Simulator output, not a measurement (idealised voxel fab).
Presented below is a process module, voxel air gaps.
For reference, the cross-section in this document is cut, with width 285 nm and square cells of 5 nm.
Format of a cross-section: grid, square cells. Given as bands. Order: top down. Band: one or more rows of cells. Basically the band line says how high the top is and how high the bottom is, in nm, and then what's in it from left to right, every material with its width in nm. Empty space shows up as "air", and if a single material carries "edge to edge" it runs the full band edge to edge. Heights are expressed relative to 0, this being the level below which the as-received wafer comprises one material exclusively. The lowest band is unbounded in the downward direction and is denoted as in "0 and below". Read "30->40" as a graded width: first number on top, second number at the bottom, same change between each pair of neighbouring rows. The cross-section has no changed cell in any step marked "nothing got changed". In "Unvented internal voids" the enclosed voids are listed, meaning empty spaces of 8 cells or larger without any opening to the top. The form is width x height at distance, distance from the left edge, units nm. The remark found on a step's line after its settings is issued by the simulator itself and pertains to that step. overlay nm: on a step with a mask, how far right of its planned place the mask lay; negative means left.

THE STEPS PLANNED FOR THE PROCESS ARE AS FOLLOWS
1 RECEIVE | material Si
2 CONFORMAL_DEP | material SiO2 | thk nm 10
3 CONFORMAL_DEP | material SiN | thk nm 5
4 DIRECTIONAL_DEP | material SiO2 | thk nm 40
5 DIRECTIONAL_DEP | material aC | thk nm 10
6 PATTERN | tone open | mask id LINES | material resist | width nm 25 | pitch nm 50 | thk nm 30 | overlay nm 0
7 DIRECTIONAL_ETCH | etch materials aC | depth nm 10
8 STRIP | etch materials resist
9 DIRECTIONAL_ETCH | etch materials SiO2 | depth nm 40
10 STRIP | etch materials aC
11 CONFORMAL_DEP | material TiN | thk nm 5
12 FILL_DEP | material W | thk nm 10
13 CMP | height nm 55
14 EPI | material Ru | thk nm 10
15 SELECTIVE_ETCH | etch materials SiO2 | depth nm 50
16 CONFORMAL_DEP | material SiN | thk nm 5

CROSS-SECTION OF THE WAFER AS IT CAME TO US, I.E., ALREADY THROUGH STEP 1
  0 and below  Si edge to edge
  Unvented internal voids: none

LOOK AT THE CROSS-SECTION AFTER THE MODULE: THE WAFER STARTED OUT THE WAY SHOWN ABOVE AND THE PLAN WAS THE ONE SHOWN ABOVE, YET ONE MISTAKE WAS MADE ALONG THE WAY
  70 down to 65  SiN edge to edge
  65 down to 55  Ru 90 nm; SiN 5 nm; Ru 45 nm; SiN 5 nm; Ru 45 nm; SiN 5 nm; Ru 90 nm
  55 down to 50  W 75 nm; TiN 5 nm; SiN 25 nm; TiN 5 nm; W 15 nm; TiN 5 nm; SiN 25 nm; TiN 5 nm; W 15 nm; TiN 5 nm; SiN 25 nm; TiN 5 nm; W 75 nm
  50 down to 20  W 75 nm; TiN 5 nm; SiN 5 nm; air 15 nm; SiN 5 nm; TiN 5 nm; W 15 nm; TiN 5 nm; SiN 5 nm; air 15 nm; SiN 5 nm; TiN 5 nm; W 15 nm; TiN 5 nm; SiN 5 nm; air 15 nm; SiN 5 nm; TiN 5 nm; W 75 nm
  20 down to 15  TiN 80 nm; SiN 25 nm; TiN 25 nm; SiN 25 nm; TiN 25 nm; SiN 25 nm; TiN 80 nm
  15 down to 10  SiN edge to edge
  10 down to 0  SiO2 edge to edge
  0 and below  Si edge to edge
  Unvented internal voids: 15 x 30 at 85; 15 x 30 at 135; 15 x 30 at 185
Error vs. plan: step 6: run off-plan, actual operation and settings PATTERN | tone cover | mask id LINES | material resist | width nm 25 | pitch nm 50 | thk nm 30 | overlay nm 0
